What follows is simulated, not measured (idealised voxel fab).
Process module under the name voxel released beams
This is section cut - it's 200 nm across, gridded in 5 nm square cells.
How to read a cross-section here: the picture is a grid of square cells, written as bands going from the top down, and any band can span one or more rows of cells. First you get the band's top height and its bottom height, in nm, and then the materials it's made of, left to right, with each width in nm. If you see a single material with "edge to edge", that one covers the band edge to edge. "blank" is empty space. Heads up on the height convention: 0 is the point under which the incoming wafer is all one material, and the lowest band has no bottom, it just keeps going down, like "0..down". So if you see something like "30->40" for the width, read it as the top row of the band sitting at the first number and the bottom row at the second, with every row in between moving by the same amount as the last. Basically "all unchanged" means that step didn't change any cell in the cross-section. "Fully closed voids": sealed empty spaces, 8 cells or more, no open way to top, listed width x height at distance, with distance from the left edge and width, height and distance in nm. Read whatever lies past the settings on a step's line as the simulator's own remark about the step. When a step includes a mask, the "overlay nm" setting on its line states how far to the right of its planned place that mask lay, and negative values state how far to the left.
Planned step list for the process
1,RECEIVE with material Si
2,CONFORMAL_DEP with material SiN, thk nm 5
3,DIRECTIONAL_DEP with material SiO2, thk nm 20
4,MASKED_ETCH with tone open, mask id ANCHOR, width nm 35, etch materials SiO2, depth nm 20, overlay nm 0
5,CONFORMAL_DEP with material TiN, thk nm 15
6,DIRECTIONAL_DEP with material aC, thk nm 15
7,PATTERN with tone cover, mask id BEAM, material resist, width nm 90, thk nm 30, overlay nm 0
8,DIRECTIONAL_ETCH with etch materials aC, depth nm 15
9,STRIP with etch materials resist
10,DIRECTIONAL_ETCH with etch materials TiN, depth nm 15
11,STRIP with etch materials aC
12,STRIP with etch materials SiO2
Cross-section of the wafer as it came to us, i.e., already through step 1
* 0..down = Si edge to edge
* Fully closed voids: none
End-of-module XS, first of two wafers, run as planned
* 40..25 = blank=50, then TiN=20, then blank=5, then TiN=65, then blank=60
* 25..20 = blank=55, then TiN=15, then blank=5, then TiN=15, then blank=110
* 20..5 = blank=55, then TiN=35, then blank=110
* 5..0 = SiN edge to edge
* 0..down = Si edge to edge
* Fully closed voids: none
Cross-section at end of module for the second wafer of two, which matched the first in starting point and plan and differed by one mistake in its processing
* 30..25 = blank=50, then TiN=10, then blank=25, then TiN=55, then blank=60
* 25..10 = blank=55, then TiN=5, then blank=25, then TiN=5, then blank=110
* 10..5 = blank=55, then TiN=35, then blank=110
* 5..0 = SiN edge to edge
* 0..down = Si edge to edge
* Fully closed voids: none
So what did we get wrong on this run? in deviation from the planned setting, step 5 was conducted as CONFORMAL_DEP with material TiN, thk nm 5
Final wafer comparison in cells, second versus first, more or fewer per material: TiN -52
